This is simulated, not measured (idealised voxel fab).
Module name: voxel capacitor over wiring (process module)
Square cells of 5 nm make up the cross-section cut, whose width is 160 nm.
Throughout this document, each cross-section is represented as a grid of square cells and is presented as a sequence of bands enumerated from the top downward, where a band comprises one or more rows of cells. First you get the band's top height and its bottom height, in nm, and then the materials it's made of, left to right, with each width in nm. If you see a single material with "everywhere", that one covers the band edge to edge. "air" is empty space. Heights from 0 (as-received wafer is one material below). Bottom band endless downward, as "z 0 and below". When a width is written as two numbers, as in "30..40", the first number is the width in the top row of cells of the band and the second is the width in its bottom row, and the width changes by the same amount from each row to the next. For the purposes of this document, the phrase "nothing changed" attached to a step denotes that no cell within the cross-section was modified by that step. In "Closed voids list" the enclosed voids are listed, meaning empty spaces of 8 cells or larger without any opening to the top. The form is width x height at distance, distance from the left edge, units nm. On a step's line, text after the settings is the simulator commenting on that step. When a step includes a mask, the "overlay nm" setting on its line states how far to the right of its planned place that mask lay, and negative values state how far to the left.
**Steps in the process plan**
1. RECEIVE (material Si)
2. CONFORMAL_DEP (material SiO2; thk nm 10)
3. DIRECTIONAL_DEP (material TiN; thk nm 5)
4. DIRECTIONAL_DEP (material Ru; thk nm 25)
5. DIRECTIONAL_DEP (material aC; thk nm 10)
6. PATTERN (tone cover; mask id METAL_1; material resist; width nm 20; pitch nm 85; thk nm 30; overlay nm 0)
7. DIRECTIONAL_ETCH (etch materials aC; depth nm 10)
8. STRIP (etch materials resist)
9. DIRECTIONAL_ETCH (etch materials Ru; depth nm 25)
10. DIRECTIONAL_ETCH (etch materials TiN; depth nm 5)
11. STRIP (etch materials aC)
12. FILL_DEP (material lowk; thk nm 10)
13. CMP (height nm 40)
14. CONFORMAL_DEP (material SiCN; thk nm 5)
15. DIRECTIONAL_DEP (material lowk; thk nm 15)
16. PATTERN (tone open; mask id PLUG_1; material resist; width nm 15; thk nm 15; overlay nm 0)
17. DIRECTIONAL_ETCH (etch materials lowk; depth nm 15)
18. DIRECTIONAL_ETCH (etch materials SiCN; depth nm 5)
19. STRIP (etch materials resist)
20. EPI (material Ru; thk nm 10)
21. EPI (material Ru; thk nm 10)
22. DIRECTIONAL_DEP (material TiN; thk nm 5)
23. DIRECTIONAL_DEP (material HfO2; thk nm 5)
24. DIRECTIONAL_DEP (material TiN; thk nm 10)
25. PATTERN (tone cover; mask id UPPER_PLATE; material resist; width nm 70; thk nm 15; overlay nm 0)
26. DIRECTIONAL_ETCH (etch materials TiN; depth nm 10)
27. DIRECTIONAL_ETCH (etch materials HfO2; depth nm 5)
28. STRIP (etch materials resist)
29. DIRECTIONAL_DEP (material aC; thk nm 15)
30. PATTERN (tone cover; mask id LOWER_PLATE; material resist; width nm 80; thk nm 35; overlay nm 0)
31. DIRECTIONAL_ETCH (etch materials aC; depth nm 15)
32. STRIP (etch materials resist)
33. DIRECTIONAL_ETCH (etch materials TiN; depth nm 5)
34. STRIP (etch materials aC)
35. FILL_DEP (material SiO2; thk nm 15)
36. CMP (height nm 90)
37. MASKED_ETCH (tone open; mask id PLUG_2; width nm 15; etch materials SiO2; depth nm 10; overlay nm 0)
38. CONFORMAL_DEP (material TiN; thk nm 5)
39. FILL_DEP (material Ru; thk nm 10)
40. CMP (height nm 90)
41. CONFORMAL_DEP (material SiCN; thk nm 5)
**Here's what the wafer looked like in cross-section when it arrived - that's after step 1**
    z 0 and below = Si everywhere
    Closed voids list: none
**The module was run from the start shown above using the plan shown above, but one mistake was made doing it; the resulting wafer cross-section is below**
    z 95 to 90 = SiCN everywhere
    z 90 to 85 = 40 nm SiO2, then 5 nm TiN, then 5 nm Ru, then 5 nm TiN, then 105 nm SiO2
    z 85 to 80 = 40 nm SiO2, then 15 nm TiN, then 105 nm SiO2
    z 80 to 70 = 30 nm SiO2, then 70 nm TiN, then 60 nm SiO2
    z 70 to 65 = 30 nm SiO2, then 70 nm HfO2, then 60 nm SiO2
    z 65 to 60 = 30 nm SiO2, then 75 nm TiN, then 55 nm SiO2
    z 60 to 45 = 30 nm lowk, then 15 nm Ru, then 115 nm lowk
    z 45 to 40 = 30 nm SiCN, then 15 nm Ru, then 115 nm SiCN
    z 40 to 15 = 25 nm lowk, then 20 nm Ru, then 65 nm lowk, then 20 nm Ru, then 30 nm lowk
    z 15 to 10 = 25 nm lowk, then 20 nm TiN, then 65 nm lowk, then 20 nm TiN, then 30 nm lowk
    z 10 to 0 = SiO2 everywhere
    z 0 and below = Si everywhere
    Closed voids list: none
Against the plan, the run slipped here: step 30 did not happen as planned, as run it was PATTERN (tone cover; mask id LOWER_PLATE; material resist; width nm 75; thk nm 35; overlay nm 0)
